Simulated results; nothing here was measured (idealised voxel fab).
The document below concerns the process module designated voxel transistor to metal.
For reference, the cross-section in this document is cut, with width 180 nm and square cells of 5 nm.
We lay out every cross-section as a grid of square cells and spell it out in bands from the top down, where one band means one or more rows of cells. Look at the band entry: it leads with the top's height and the bottom's height in nm. Then it lists the materials left to right, with a width in nm for each. The word "throughout" on a single material says that material fills the band edge to edge. The word "empty" is empty space. Heights are measured from 0, the level below which the as-received wafer is all one material; the lowest band has no bottom and continues downward, written as in "top 0, no bottom". A width such as "30..40" changes by the same amount from each row of cells to the next, from the band's top row to its bottom row. Take "everything unchanged" at face value: in the step it is given for, the cross-section changed in none of its cells. Entry "Entrapped voids". Content: empty spaces with no open connection to the top, size 8 cells or greater. Each: width x height at distance. Distance: from left edge. Unit: nm. Whatever follows a step's settings on its line is a remark the simulator itself makes about that step. Steps that use a mask can have "overlay nm" on their line. It says how far the mask sat to the right of where it was meant to be. Negative means to the left. Note on reading: below, each pair holds a cross-section from before one process step and one from after it; the one from after shows only down to the lowest band that changed. Beneath the pair, the step in between is stated along with its settings. The pairs can stem from different runs of this module on the same starting wafer. Where a pair's entry headed "Pre-step geometry" says so, and only there, that pair continues from the pair above it.
-- Pre-step geometry
	top 120, bottom 105: aC: 45, then empty: 15, then aC: 55, then empty: 15, then aC: 50
	top 105, bottom 75: lowk throughout
	top 75, bottom 70: SiCN throughout
	top 70, bottom 65: SiCN: 40, then Ru: 25, then SiCN: 45, then Ru: 25, then SiCN: 45
	top 65, bottom 45: lowk: 45, then TiN: 5, then Ru: 5, then TiN: 5, then lowk: 55, then TiN: 5, then Ru: 5, then TiN: 5, then lowk: 50
	top 45, bottom 40: SiN: 45, then TiN: 15, then SiN: 55, then TiN: 15, then SiN: 50
	top 40, bottom 30: SiO2: 45, then TiN: 5, then Ru: 20..15, then TiN: 5..10, then SiO2: 25, then TiN: 5..10, then Ru: 20..15, then TiN: 5, then SiO2: 50
	top 30, bottom 15: SiO2: 45, then TiN: 5, then Ru: 15, then TiN: 5, then SiN: 5, then SiO2: 5, then SiCN: 15, then SiO2: 5, then SiN: 5, then TiN: 5, then Ru: 15, then TiN: 5, then SiO2: 50
	top 15, bottom 5: SiO2: 45, then TiN: 5, then Ru: 15, then TiN: 5, then SiN: 5, then SiO2: 5, then polySi: 15, then SiO2: 5, then SiN: 5, then TiN: 5, then Ru: 15, then TiN: 5, then SiO2: 50
	top 5, bottom 0: SiO2: 40, then SiN: 5, then TiN: 5, then Ru: 5, then TiN: 15, then SiN: 5, then SiO2: 5, then polySi: 15, then SiO2: 5, then SiN: 5, then TiN: 15, then Ru: 5, then TiN: 5, then SiN: 5, then SiO2: 45
	top 0, bottom -5: SiO2: 40, then SiN: 5, then TiN: 5, then Ru: 5, then TiN: 5, then SiGe: 10, then SiN: 5, then SiO2: 5, then polySi: 15, then SiO2: 5, then SiN: 5, then SiGe: 10, then TiN: 5, then Ru: 5, then TiN: 5, then SiN: 5, then SiO2: 45
	top -5, bottom -10: SiO2: 45, then TiN: 15, then SiGe: 10, then SiO2: 35, then SiGe: 10, then TiN: 15, then SiO2: 50
	top -10, bottom -20: SiO2: 45, then SiGe: 25, then Si: 35, then SiGe: 25, then SiO2: 50
	top -20, bottom -30: SiO2: 45, then Si: 85, then SiO2: 50
	top -30, no bottom: Si throughout
	Entrapped voids: none
-- Cross-Section Thereafter
	top 120, bottom 105: aC: 45, then empty: 15, then aC: 55, then empty: 15, then aC: 50
	top 105, bottom 90: lowk: 45, then empty: 15, then lowk: 55, then empty: 15, then lowk: 50
	Heights below 90 show no change.
	Entrapped voids: none
Going from the before section above to the after section, the step was DIRECTIONAL_ETCH,etch materials lowk,depth nm 15
Pre-step geometry: just use the after drawing of the pair above as your starting point.
-- Cross-Section Thereafter
	top 105, bottom 90: lowk: 45, then empty: 15, then lowk: 55, then empty: 15, then lowk: 50
	Heights below 90 show no change.
	Entrapped voids: none
Going from the before section above to the after section, the step was STRIP,etch materials aC
Pre-step geometry: just use the after drawing of the pair above as your starting point.
-- Cross-Section Thereafter
	top 115, bottom 105: aC: 45, then empty: 15, then aC: 55, then empty: 15, then aC: 50
	top 105, bottom 100: lowk: 45, then empty: 15, then lowk: 55, then empty: 15, then lowk: 50
	top 100, bottom 90: lowk: 45, then aC: 15, then lowk: 55, then aC: 15, then lowk: 50
	Heights below 90 show no change.
	Entrapped voids: none
Going from the before section above to the after section, the step was DIRECTIONAL_DEP,material aC,thk nm 10
Pre-step geometry: just use the after drawing of the pair above as your starting point.
-- Cross-Section Thereafter
	top 145, bottom 115: resist: 45, then empty: 15, then resist: 55, then empty: 15, then resist: 50
	Heights below 115 show no change.
	Entrapped voids: none
Going from the before section above to the after section, the step was PATTERN,tone open,mask id METAL_2_HOLES,material resist,width nm 15,pitch nm 70,thk nm 30,overlay nm 0
Pre-step geometry: just use the after drawing of the pair above as your starting point.
-- Cross-Section Thereafter
	top 135, bottom 115: resist: 45, then empty: 15, then resist: 55, then empty: 15, then resist: 50
	top 115, bottom 105: aC: 45, then empty: 15, then aC: 55, then empty: 15, then aC: 50
	top 105, bottom 90: lowk: 45, then empty: 15, then lowk: 55, then empty: 15, then lowk: 50
	Heights below 90 show no change.
	Entrapped voids: none
Going from the before section above to the after section, the step was DIRECTIONAL_ETCH,etch materials aC,depth nm 10
Pre-step geometry: just use the after drawing of the pair above as your starting point.
-- Cross-Section Thereafter
	top 115, bottom 105: aC: 45, then empty: 15, then aC: 55, then empty: 15, then aC: 50
	Heights below 105 show no change.
	Entrapped voids: none
Going from the before section above to the after section, the step was STRIP,etch materials resist
Pre-step geometry: just use the after drawing of the pair above as your starting point.
-- Cross-Section Thereafter
	top 115, bottom 105: aC: 45, then empty: 15, then aC: 55, then empty: 15, then aC: 50
	top 105, bottom 75: lowk: 45, then empty: 15, then lowk: 55, then empty: 15, then lowk: 50
	Heights below 75 show no change.
	Entrapped voids: none
Going from the before section above to the after section, the step was DIRECTIONAL_ETCH,etch materials lowk,depth nm 15
Pre-step geometry: just use the after drawing of the pair above as your starting point.
-- Cross-Section Thereafter
	top 115, bottom 105: aC: 45, then empty: 15, then aC: 55, then empty: 15, then aC: 50
	top 105, bottom 75: lowk: 45, then empty: 15, then lowk: 55, then empty: 15, then lowk: 50
	top 75, bottom 70: SiCN: 45, then empty: 15, then SiCN: 55, then empty: 15, then SiCN: 50
	Heights below 70 show no change.
	Entrapped voids: none
Going from the before section above to the after section, the step was DIRECTIONAL_ETCH,etch materials SiCN,depth nm 5
Pre-step geometry: just use the after drawing of the pair above as your starting point.
-- Cross-Section Thereafter
	top 105, bottom 75: lowk: 45, then empty: 15, then lowk: 55, then empty: 15, then lowk: 50
	Heights below 75 show no change.
	Entrapped voids: none
Going from the before section above to the after section, the step was STRIP,etch materials aC
Pre-step geometry: just use the after drawing of the pair above as your starting point.
-- Cross-Section Thereafter
	top 110, bottom 105: TiN: 50, then empty: 5, then TiN: 65, then empty: 5, then TiN: 55
	top 105, bottom 75: lowk: 45, then TiN: 5, then empty: 5, then TiN: 5, then lowk: 55, then TiN: 5, then empty: 5, then TiN: 5, then lowk: 50
	top 75, bottom 70: SiCN: 45, then TiN: 15, then SiCN: 55, then TiN: 15, then SiCN: 50
	Heights below 70 show no change.
	Entrapped voids: none
Going from the before section above to the after section, the step was CONFORMAL_DEP,material TiN,thk nm 5
Pre-step geometry: just use the after drawing of the pair above as your starting point.
-- Cross-Section Thereafter
	top 115, bottom 110: Cu throughout
	top 110, bottom 105: TiN: 50, then Cu: 5, then TiN: 65, then Cu: 5, then TiN: 55
	top 105, bottom 75: lowk: 45, then TiN: 5, then Cu: 5, then TiN: 5, then lowk: 55, then TiN: 5, then Cu: 5, then TiN: 5, then lowk: 50
	Heights below 75 show no change.
	Entrapped voids: none
Going from the before section above to the after section, the step was FILL_DEP,material Cu,thk nm 5
Pre-step geometry: just use the after drawing of the pair above as your starting point.
-- Cross-Section Thereafter
	top 105, bottom 75: lowk: 45, then TiN: 5, then Cu: 5, then TiN: 5, then lowk: 55, then TiN: 5, then Cu: 5, then TiN: 5, then lowk: 50
	Heights below 75 show no change.
	Entrapped voids: none
Going from the before section above to the after section, the step was CMP,height nm 105
Pre-step geometry: just use the after drawing of the pair above as your starting point.
-- Cross-Section Thereafter
	top 110, bottom 105: SiCN throughout
	Heights below 105 show no change.
	Entrapped voids: none
Going from the before section above to the after section, the step was CONFORMAL_DEP,material SiCN,thk nm 5
-- Pre-step geometry
	top 30, bottom 15: empty: 80, then SiCN: 15, then empty: 85
	top 15, bottom 5: empty: 80, then polySi: 15, then empty: 85
	top 5, bottom -5: SiO2: 35, then empty: 45, then polySi: 15, then empty: 45, then SiO2: 40
	top -5, bottom -10: SiO2 throughout
	top -10, bottom -30: SiO2: 45, then Si: 85, then SiO2: 50
	top -30, no bottom: Si throughout
	Entrapped voids: none
-- Cross-Section Thereafter
	top 30, bottom 15: empty: 80, then SiCN: 15, then empty: 85
	top 15, bottom 0: empty: 80, then polySi: 15, then empty: 85
	top 0, bottom -5: SiO2: 35, then empty: 45, then polySi: 15, then empty: 45, then SiO2: 40
	top -5, bottom -10: SiO2: 35, then empty: 45, then SiO2: 15, then empty: 45, then SiO2: 40
	Heights below -10 show no change.
	Entrapped voids: none
Going from the before section above to the after section, the step was DIRECTIONAL_ETCH,etch materials SiO2,depth nm 5
Pre-step geometry: just use the after drawing of the pair above as your starting point.
-- Cross-Section Thereafter
	top 35, bottom 30: empty: 75, then SiN: 25, then empty: 80
	top 30, bottom 15: empty: 75, then SiN: 5, then SiCN: 15, then SiN: 5, then empty: 80
	top 15, bottom 5: empty: 75, then SiN: 5, then polySi: 15, then SiN: 5, then empty: 80
	top 5, bottom 0: SiN: 40, then empty: 35, then SiN: 5, then polySi: 15, then SiN: 5, then empty: 35, then SiN: 45
	top 0, bottom -5: SiO2: 35, then SiN: 5, then empty: 35, then SiN: 5, then polySi: 15, then SiN: 5, then empty: 35, then SiN: 5, then SiO2: 40
	top -5, bottom -10: SiO2: 35, then SiN: 45, then SiO2: 15, then SiN: 45, then SiO2: 40
	Heights below -10 show no change.
	Entrapped voids: none
Going from the before section above to the after section, the step was CONFORMAL_DEP,material SiN,thk nm 5
Pre-step geometry: just use the after drawing of the pair above as your starting point.
-- Cross-Section Thereafter
	top 30, bottom 15: empty: 75, then SiN: 5, then SiCN: 15, then SiN: 5, then empty: 80
	top 15, bottom 0: empty: 75, then SiN: 5, then polySi: 15, then SiN: 5, then empty: 80
	top 0, bottom -5: SiO2: 35, then SiN: 5, then empty: 35, then SiN: 5, then polySi: 15, then SiN: 5, then empty: 35, then SiN: 5, then SiO2: 40
	top -5, bottom -10: SiO2: 35, then SiN: 5, then empty: 35, then SiN: 5, then SiO2: 15, then SiN: 5, then empty: 35, then SiN: 5, then SiO2: 40
	Heights below -10 show no change.
	Entrapped voids: none
Going from the before section above to the after section, the step was DIRECTIONAL_ETCH,etch materials SiN,depth nm 5
Pre-step geometry: just use the after drawing of the pair above as your starting point.
-- Cross-Section Thereafter
	top 30, bottom 15: empty: 75, then SiN: 5, then SiCN: 15, then SiN: 5, then empty: 80
	top 15, bottom 0: empty: 75, then SiN: 5, then polySi: 15, then SiN: 5, then empty: 80
	top 0, bottom -5: empty: 35, then SiN: 5, then empty: 35, then SiN: 5, then polySi: 15, then SiN: 5, then empty: 35, then SiN: 5, then empty: 40
	top -5, bottom -10: SiO2: 35, then SiN: 5, then empty: 35, then SiN: 5, then SiO2: 15, then SiN: 5, then empty: 35, then SiN: 5, then SiO2: 40
	top -10, bottom -15: SiO2: 40, then empty: 5, then Si: 85, then empty: 5, then SiO2: 45
	Heights below -15 show no change.
	Entrapped voids: none
Going from the before section above to the after section, the step was DIRECTIONAL_ETCH,etch materials SiO2,depth nm 5
Pre-step geometry: just use the after drawing of the pair above as your starting point.
-- Cross-Section Thereafter
	top 30, bottom 15: empty: 75, then SiN: 5, then SiCN: 15, then SiN: 5, then empty: 80
	top 15, bottom 0: empty: 75, then SiN: 5, then polySi: 15, then SiN: 5, then empty: 80
	top 0, bottom -5: empty: 35, then SiN: 5, then empty: 35, then SiN: 5, then polySi: 15, then SiN: 5, then empty: 35, then SiN: 5, then empty: 40
	top -5, bottom -10: SiO2: 35, then SiN: 5, then empty: 35, then SiN: 5, then SiO2: 15, then SiN: 5, then empty: 35, then SiN: 5, then SiO2: 40
	top -10, bottom -20: SiO2: 40..45, then empty: 35..30, then Si: 25, then empty: 35..30, then SiO2: 45..50
	Heights below -20 show no change.
	Entrapped voids: none
Going from the before section above to the after section, the step was DIRECTIONAL_ETCH,etch materials Si,depth nm 10
Pre-step geometry: just use the after drawing of the pair above as your starting point.
-- Cross-Section Thereafter
	top 30, bottom 15: empty: 75, then SiN: 5, then SiCN: 15, then SiN: 5, then empty: 80
	top 15, bottom 0: empty: 75, then SiN: 5, then polySi: 15, then SiN: 5, then empty: 80
	top 0, bottom -5: empty: 35, then SiN: 5, then empty: 25, then SiGe: 10, then SiN: 5, then polySi: 15, then SiN: 5, then SiGe: 10, then empty: 25, then SiN: 5, then empty: 40
	top -5, bottom -10: SiO2: 35, then SiN: 5, then empty: 25, then SiGe: 10, then SiN: 5, then SiO2: 15, then SiN: 5, then SiGe: 10, then empty: 25, then SiN: 5, then SiO2: 40
	top -10, bottom -20: SiO2: 40..45, then SiGe: 35..30, then Si: 25, then SiGe: 35..30, then SiO2: 45..50
	Heights below -20 show no change.
	Entrapped voids: none
Going from the before section above to the after section, the step was EPI,material SiGe,thk nm 10
Pre-step geometry: just use the after drawing of the pair above as your starting point.
-- Cross-Section Thereafter
	top 40, bottom 30: SiO2 throughout
	top 30, bottom 15: SiO2: 75, then SiN: 5, then SiCN: 15, then SiN: 5, then SiO2: 80
	top 15, bottom 0: SiO2: 75, then SiN: 5, then polySi: 15, then SiN: 5, then SiO2: 80
	top 0, bottom -5: SiO2: 35, then SiN: 5, then SiO2: 25, then SiGe: 10, then SiN: 5, then polySi: 15, then SiN: 5, then SiGe: 10, then SiO2: 25, then SiN: 5, then SiO2: 40
	top -5, bottom -10: SiO2: 35, then SiN: 5, then SiO2: 25, then SiGe: 10, then SiN: 5, then SiO2: 15, then SiN: 5, then SiGe: 10, then SiO2: 25, then SiN: 5, then SiO2: 40
	Heights below -10 show no change.
	Entrapped voids: none
Going from the before section above to the after section, the step was FILL_DEP,material SiO2,thk nm 10
Pre-step geometry: just use the after drawing of the pair above as your starting point.
-- Cross-Section Thereafter
	top 30, bottom 15: SiO2: 75, then SiN: 5, then SiCN: 15, then SiN: 5, then SiO2: 80
	Heights below 15 show no change.
	Entrapped voids: none
Going from the before section above to the after section, the step was CMP,height nm 30
Pre-step geometry: just use the after drawing of the pair above as your starting point.
-- Cross-Section Thereafter
	top 40, bottom 30: SiO2 throughout
	Heights below 30 show no change.
	Entrapped voids: none
Going from the before section above to the after section, the step was DIRECTIONAL_DEP,material SiO2,thk nm 10
Pre-step geometry: just use the after drawing of the pair above as your starting point.
-- Cross-Section Thereafter
	top 50, bottom 40: aC throughout
	Heights below 40 show no change.
	Entrapped voids: none
Going from the before section above to the after section, the step was DIRECTIONAL_DEP,material aC,thk nm 10
Pre-step geometry: just use the after drawing of the pair above as your starting point.
-- Cross-Section Thereafter
	top 75, bottom 50: resist: 45, then empty: 30, then resist: 25, then empty: 30, then resist: 50
	Heights below 50 show no change.
	Entrapped voids: none
Going from the before section above to the after section, the step was PATTERN,tone open,mask id CONTACT,material resist,width nm 30,pitch nm 55,thk nm 25,overlay nm 0
Pre-step geometry: just use the after drawing of the pair above as your starting point.
-- Cross-Section Thereafter
	top 65, bottom 50: resist: 45, then empty: 30, then resist: 25, then empty: 30, then resist: 50
	top 50, bottom 40: aC: 45, then empty: 30, then aC: 25, then empty: 30, then aC: 50
	Heights below 40 show no change.
	Entrapped voids: none
Going from the before section above to the after section, the step was DIRECTIONAL_ETCH,etch materials aC,depth nm 10
Pre-step geometry: just use the after drawing of the pair above as your starting point.
-- Cross-Section Thereafter
	top 50, bottom 40: aC: 45, then empty: 30, then aC: 25, then empty: 30, then aC: 50
	Heights below 40 show no change.
	Entrapped voids: none
Going from the before section above to the after section, the step was STRIP,etch materials resist
Pre-step geometry: just use the after drawing of the pair above as your starting point.
-- Cross-Section Thereafter
	top 50, bottom 40: aC: 45, then empty: 30, then aC: 25, then empty: 30, then aC: 50
	top 40, bottom 30: SiO2: 45, then empty: 30, then SiO2: 25, then empty: 30, then SiO2: 50
	top 30, bottom 15: SiO2: 45, then empty: 30, then SiN: 5, then SiCN: 15, then SiN: 5, then empty: 30, then SiO2: 50
	top 15, bottom 0: SiO2: 45, then empty: 30, then SiN: 5, then polySi: 15, then SiN: 5, then empty: 30, then SiO2: 50
	top 0, bottom -5: SiO2: 35, then SiN: 5, then SiO2: 5, then empty: 20, then SiGe: 10, then SiN: 5, then polySi: 15, then SiN: 5, then SiGe: 10, then empty: 20, then SiO2: 5, then SiN: 5, then SiO2: 40
	top -5, bottom -10: SiO2: 35, then SiN: 5, then SiO2: 5, then empty: 20, then SiGe: 10, then SiN: 5, then SiO2: 15, then SiN: 5, then SiGe: 10, then empty: 20, then SiO2: 5, then SiN: 5, then SiO2: 40
	Heights below -10 show no change.
	Entrapped voids: none
Going from the before section above to the after section, the step was DIRECTIONAL_ETCH,etch materials SiO2,depth nm 50
Pre-step geometry: just use the after drawing of the pair above as your starting point.
-- Cross-Section Thereafter
	top 40, bottom 30: SiO2: 45, then empty: 30, then SiO2: 25, then empty: 30, then SiO2: 50
	Heights below 30 show no change.
	Entrapped voids: none
Going from the before section above to the after section, the step was STRIP,etch materials aC
Pre-step geometry: just use the after drawing of the pair above as your starting point.
-- Cross-Section Thereafter
	top 45, bottom 40: TiN: 50, then empty: 20, then TiN: 35, then empty: 20, then TiN: 55
	top 40, bottom 30: SiO2: 45, then TiN: 5, then empty: 20, then TiN: 5, then SiO2: 25, then TiN: 5, then empty: 20, then TiN: 5, then SiO2: 50
	top 30, bottom 15: SiO2: 45, then TiN: 5, then empty: 20, then TiN: 5, then SiN: 5, then SiCN: 15, then SiN: 5, then TiN: 5, then empty: 20, then TiN: 5, then SiO2: 50
	top 15, bottom 5: SiO2: 45, then TiN: 5, then empty: 20, then TiN: 5, then SiN: 5, then polySi: 15, then SiN: 5, then TiN: 5, then empty: 20, then TiN: 5, then SiO2: 50
	top 5, bottom 0: SiO2: 45, then TiN: 5, then empty: 10, then TiN: 15, then SiN: 5, then polySi: 15, then SiN: 5, then TiN: 15, then empty: 10, then TiN: 5, then SiO2: 50
	top 0, bottom -5: SiO2: 35, then SiN: 5, then SiO2: 5, then TiN: 5, then empty: 10, then TiN: 5, then SiGe: 10, then SiN: 5, then polySi: 15, then SiN: 5, then SiGe: 10, then TiN: 5, then empty: 10, then TiN: 5, then SiO2: 5, then SiN: 5, then SiO2: 40
	top -5, bottom -10: SiO2: 35, then SiN: 5, then SiO2: 5, then TiN: 20, then SiGe: 10, then SiN: 5, then SiO2: 15, then SiN: 5, then SiGe: 10, then TiN: 20, then SiO2: 5, then SiN: 5, then SiO2: 40
	Heights below -10 show no change.
	Entrapped voids: none
Going from the before section above to the after section, the step was CONFORMAL_DEP,material TiN,thk nm 5
Pre-step geometry: just use the after drawing of the pair above as your starting point.
-- Cross-Section Thereafter
	top 55, bottom 45: Ru throughout
	top 45, bottom 40: TiN: 50, then Ru: 20, then TiN: 35, then Ru: 20, then TiN: 55
	top 40, bottom 30: SiO2: 45, then TiN: 5, then Ru: 20, then TiN: 5, then SiO2: 25, then TiN: 5, then Ru: 20, then TiN: 5, then SiO2: 50
	top 30, bottom 15: SiO2: 45, then TiN: 5, then Ru: 20, then TiN: 5, then SiN: 5, then SiCN: 15, then SiN: 5, then TiN: 5, then Ru: 20, then TiN: 5, then SiO2: 50
	top 15, bottom 5: SiO2: 45, then TiN: 5, then Ru: 20, then TiN: 5, then SiN: 5, then polySi: 15, then SiN: 5, then TiN: 5, then Ru: 20, then TiN: 5, then SiO2: 50
	top 5, bottom 0: SiO2: 45, then TiN: 5, then Ru: 10, then TiN: 15, then SiN: 5, then polySi: 15, then SiN: 5, then TiN: 15, then Ru: 10, then TiN: 5, then SiO2: 50
	top 0, bottom -5: SiO2: 35, then SiN: 5, then SiO2: 5, then TiN: 5, then Ru: 10, then TiN: 5, then SiGe: 10, then SiN: 5, then polySi: 15, then SiN: 5, then SiGe: 10, then TiN: 5, then Ru: 10, then TiN: 5, then SiO2: 5, then SiN: 5, then SiO2: 40
	Heights below -5 show no change.
	Entrapped voids: none
Going from the before section above to the after section, the step was FILL_DEP,material Ru,thk nm 10
Pre-step geometry: just use the after drawing of the pair above as your starting point.
-- Cross-Section Thereafter
	top 40, bottom 30: SiO2: 45, then TiN: 5, then Ru: 20, then TiN: 5, then SiO2: 25, then TiN: 5, then Ru: 20, then TiN: 5, then SiO2: 50
	Heights below 30 show no change.
	Entrapped voids: none
Going from the before section above to the after section, the step was CMP,height nm 40
Pre-step geometry: just use the after drawing of the pair above as your starting point.
-- Cross-Section Thereafter
	top 45, bottom 40: SiN throughout
	Heights below 40 show no change.
	Entrapped voids: none
Going from the before section above to the after section, the step was CONFORMAL_DEP,material SiN,thk nm 5
Pre-step geometry: just use the after drawing of the pair above as your starting point.
-- Cross-Section Thereafter
	top 65, bottom 45: lowk throughout
	Heights below 45 show no change.
	Entrapped voids: none
Going from the before section above to the after section, the step was DIRECTIONAL_DEP,material lowk,thk nm 20
Pre-step geometry: just use the after drawing of the pair above as your starting point.
-- Cross-Section Thereafter
	top 85, bottom 65: resist: 45, then empty: 15, then resist: 55, then empty: 15, then resist: 50
	Heights below 65 show no change.
	Entrapped voids: none
Going from the before section above to the after section, the step was PATTERN,tone open,mask id METAL_1,material resist,width nm 15,pitch nm 70,thk nm 20,overlay nm 0
Pre-step geometry: just use the after drawing of the pair above as your starting point.
-- Cross-Section Thereafter
	top 85, bottom 65: resist: 45, then empty: 15, then resist: 55, then empty: 15, then resist: 50
	top 65, bottom 45: lowk: 45, then empty: 15, then lowk: 55, then empty: 15, then lowk: 50
	Heights below 45 show no change.
	Entrapped voids: none
Going from the before section above to the after section, the step was DIRECTIONAL_ETCH,etch materials lowk,depth nm 20
Pre-step geometry: just use the after drawing of the pair above as your starting point.
-- Cross-Section Thereafter
	top 85, bottom 65: resist: 45, then empty: 15, then resist: 55, then empty: 15, then resist: 50
	top 65, bottom 45: lowk: 45, then empty: 15, then lowk: 55, then empty: 15, then lowk: 50
	top 45, bottom 40: SiN: 45, then empty: 15, then SiN: 55, then empty: 15, then SiN: 50
	Heights below 40 show no change.
	Entrapped voids: none
Going from the before section above to the after section, the step was DIRECTIONAL_ETCH,etch materials SiN,depth nm 5
Pre-step geometry: just use the after drawing of the pair above as your starting point.
-- Cross-Section Thereafter
	top 65, bottom 45: lowk: 45, then empty: 15, then lowk: 55, then empty: 15, then lowk: 50
	Heights below 45 show no change.
	Entrapped voids: none
Going from the before section above to the after section, the step was STRIP,etch materials resist
Pre-step geometry: just use the after drawing of the pair above as your starting point.
-- Cross-Section Thereafter
	top 70, bottom 65: TiN: 50, then empty: 5, then TiN: 65, then empty: 5, then TiN: 55
	top 65, bottom 45: lowk: 45, then TiN: 5, then empty: 5, then TiN: 5, then lowk: 55, then TiN: 5, then empty: 5, then TiN: 5, then lowk: 50
	top 45, bottom 40: SiN: 45, then TiN: 15, then SiN: 55, then TiN: 15, then SiN: 50
	Heights below 40 show no change.
	Entrapped voids: none
Going from the before section above to the after section, the step was CONFORMAL_DEP,material TiN,thk nm 5
Pre-step geometry: just use the after drawing of the pair above as your starting point.
-- Cross-Section Thereafter
	top 75, bottom 70: Ru throughout
	top 70, bottom 65: TiN: 50, then Ru: 5, then TiN: 65, then Ru: 5, then TiN: 55
	top 65, bottom 45: lowk: 45, then TiN: 5, then Ru: 5, then TiN: 5, then lowk: 55, then TiN: 5, then Ru: 5, then TiN: 5, then lowk: 50
	Heights below 45 show no change.
	Entrapped voids: none
Going from the before section above to the after section, the step was FILL_DEP,material Ru,thk nm 5
Pre-step geometry: just use the after drawing of the pair above as your starting point.
-- Cross-Section Thereafter
	top 65, bottom 45: lowk: 45, then TiN: 5, then Ru: 5, then TiN: 5, then lowk: 55, then TiN: 5, then Ru: 5, then TiN: 5, then lowk: 50
	Heights below 45 show no change.
	Entrapped voids: none
Going from the before section above to the after section, the step was CMP,height nm 65
Pre-step geometry: just use the after drawing of the pair above as your starting point.
-- Cross-Section Thereafter
	top 70, bottom 65: empty: 40, then Ru: 25, then empty: 45, then Ru: 25, then empty: 45
	Heights below 65 show no change.
	Entrapped voids: none
Going from the before section above to the after section, the step was EPI,material Ru,thk nm 5
Pre-step geometry: just use the after drawing of the pair above as your starting point.
-- Cross-Section Thereafter
	top 75, bottom 70: SiCN throughout
	top 70, bottom 65: SiCN: 40, then Ru: 25, then SiCN: 45, then Ru: 25, then SiCN: 45
	Heights below 65 show no change.
	Entrapped voids: none
Going from the before section above to the after section, the step was FILL_DEP,material SiCN,thk nm 5
Pre-step geometry: just use the after drawing of the pair above as your starting point.
-- Cross-Section Thereafter
	top 105, bottom 75: lowk throughout
	Heights below 75 show no change.
	Entrapped voids: none
Going from the before section above to the after section, the step was DIRECTIONAL_DEP,material lowk,thk nm 30
Pre-step geometry: just use the after drawing of the pair above as your starting point.
-- Cross-Section Thereafter
	top 120, bottom 105: aC throughout
	Heights below 105 show no change.
	Entrapped voids: none
Going from the before section above to the after section, the step was DIRECTIONAL_DEP,material aC,thk nm 15
Pre-step geometry: just use the after drawing of the pair above as your starting point.
-- Cross-Section Thereafter
	top 155, bottom 120: resist: 45, then empty: 15, then resist: 55, then empty: 15, then resist: 50
	Heights below 120 show no change.
	Entrapped voids: none
Going from the before section above to the after section, the step was PATTERN,tone open,mask id METAL_2,material resist,width nm 15,pitch nm 70,thk nm 35,overlay nm 0
Pre-step geometry: just use the after drawing of the pair above as your starting point.
-- Cross-Section Thereafter
	top 140, bottom 120: resist: 45, then empty: 15, then resist: 55, then empty: 15, then resist: 50
	top 120, bottom 105: aC: 45, then empty: 15, then aC: 55, then empty: 15, then aC: 50
	Heights below 105 show no change.
	Entrapped voids: none
Going from the before section above to the after section, the step was DIRECTIONAL_ETCH,etch materials aC,depth nm 15
Pre-step geometry: just use the after drawing of the pair above as your starting point.
-- Cross-Section Thereafter
	top 120, bottom 105: aC: 45, then empty: 15, then aC: 55, then empty: 15, then aC: 50
	Heights below 105 show no change.
	Entrapped voids: none
Going from the before section above to the after section, the step was STRIP,etch materials resist
Pre-step geometry: just use the after drawing of the pair above as your starting point.
-- Cross-Section Thereafter
	top 120, bottom 105: aC: 45, then empty: 15, then aC: 55, then empty: 15, then aC: 50
	top 105, bottom 90: lowk: 45, then empty: 15, then lowk: 55, then empty: 15, then lowk: 50
	Heights below 90 show no change.
	Entrapped voids: none
Going from the before section above to the after section, the step was DIRECTIONAL_ETCH,etch materials lowk,depth nm 15
Pre-step geometry: just use the after drawing of the pair above as your starting point.
-- Cross-Section Thereafter
	top 105, bottom 90: lowk: 45, then empty: 15, then lowk: 55, then empty: 15, then lowk: 50
	Heights below 90 show no change.
	Entrapped voids: none
Going from the before section above to the after section, the step was STRIP,etch materials aC
Pre-step geometry: just use the after drawing of the pair above as your starting point.
-- Cross-Section Thereafter
	top 115, bottom 105: aC: 45, then empty: 15, then aC: 55, then empty: 15, then aC: 50
	top 105, bottom 100: lowk: 45, then empty: 15, then lowk: 55, then empty: 15, then lowk: 50
	top 100, bottom 90: lowk: 45, then aC: 15, then lowk: 55, then aC: 15, then lowk: 50
	Heights below 90 show no change.
	Entrapped voids: none
Going from the before section above to the after section, the step was DIRECTIONAL_DEP,material aC,thk nm 10
Pre-step geometry: just use the after drawing of the pair above as your starting point.
-- Cross-Section Thereafter
	top 145, bottom 115: resist: 45, then empty: 15, then resist: 55, then empty: 15, then resist: 50
	Heights below 115 show no change.
	Entrapped voids: none
Going from the before section above to the after section, the step was PATTERN,tone open,mask id METAL_2_HOLES,material resist,width nm 15,pitch nm 70,thk nm 30,overlay nm 0
Pre-step geometry: just use the after drawing of the pair above as your starting point.
-- Cross-Section Thereafter
	top 135, bottom 115: resist: 45, then empty: 15, then resist: 55, then empty: 15, then resist: 50
	top 115, bottom 105: aC: 45, then empty: 15, then aC: 55, then empty: 15, then aC: 50
	top 105, bottom 90: lowk: 45, then empty: 15, then lowk: 55, then empty: 15, then lowk: 50
	Heights below 90 show no change.
	Entrapped voids: none
Going from the before section above to the after section, the step was DIRECTIONAL_ETCH,etch materials aC,depth nm 10
Pre-step geometry: just use the after drawing of the pair above as your starting point.
-- Cross-Section Thereafter
	top 115, bottom 105: aC: 45, then empty: 15, then aC: 55, then empty: 15, then aC: 50
	Heights below 105 show no change.
	Entrapped voids: none
Going from the before section above to the after section, the step was STRIP,etch materials resist
Pre-step geometry: just use the after drawing of the pair above as your starting point.
-- Cross-Section Thereafter
	top 115, bottom 105: aC: 45, then empty: 15, then aC: 55, then empty: 15, then aC: 50
	top 105, bottom 75: lowk: 45, then empty: 15, then lowk: 55, then empty: 15, then lowk: 50
	Heights below 75 show no change.
	Entrapped voids: none
Going from the before section above to the after section, the step was DIRECTIONAL_ETCH,etch materials lowk,depth nm 15
Pre-step geometry: just use the after drawing of the pair above as your starting point.
-- Cross-Section Thereafter
	top 115, bottom 105: aC: 45, then empty: 15, then aC: 55, then empty: 15, then aC: 50
	top 105, bottom 75: lowk: 45, then empty: 15, then lowk: 55, then empty: 15, then lowk: 50
	top 75, bottom 70: SiCN: 45, then empty: 15, then SiCN: 55, then empty: 15, then SiCN: 50
	Heights below 70 show no change.
	Entrapped voids: none
Going from the before section above to the after section, the step was DIRECTIONAL_ETCH,etch materials SiCN,depth nm 5
Pre-step geometry: just use the after drawing of the pair above as your starting point.
-- Cross-Section Thereafter
	top 105, bottom 75: lowk: 45, then empty: 15, then lowk: 55, then empty: 15, then lowk: 50
	Heights below 75 show no change.
	Entrapped voids: none
Going from the before section above to the after section, the step was STRIP,etch materials aC
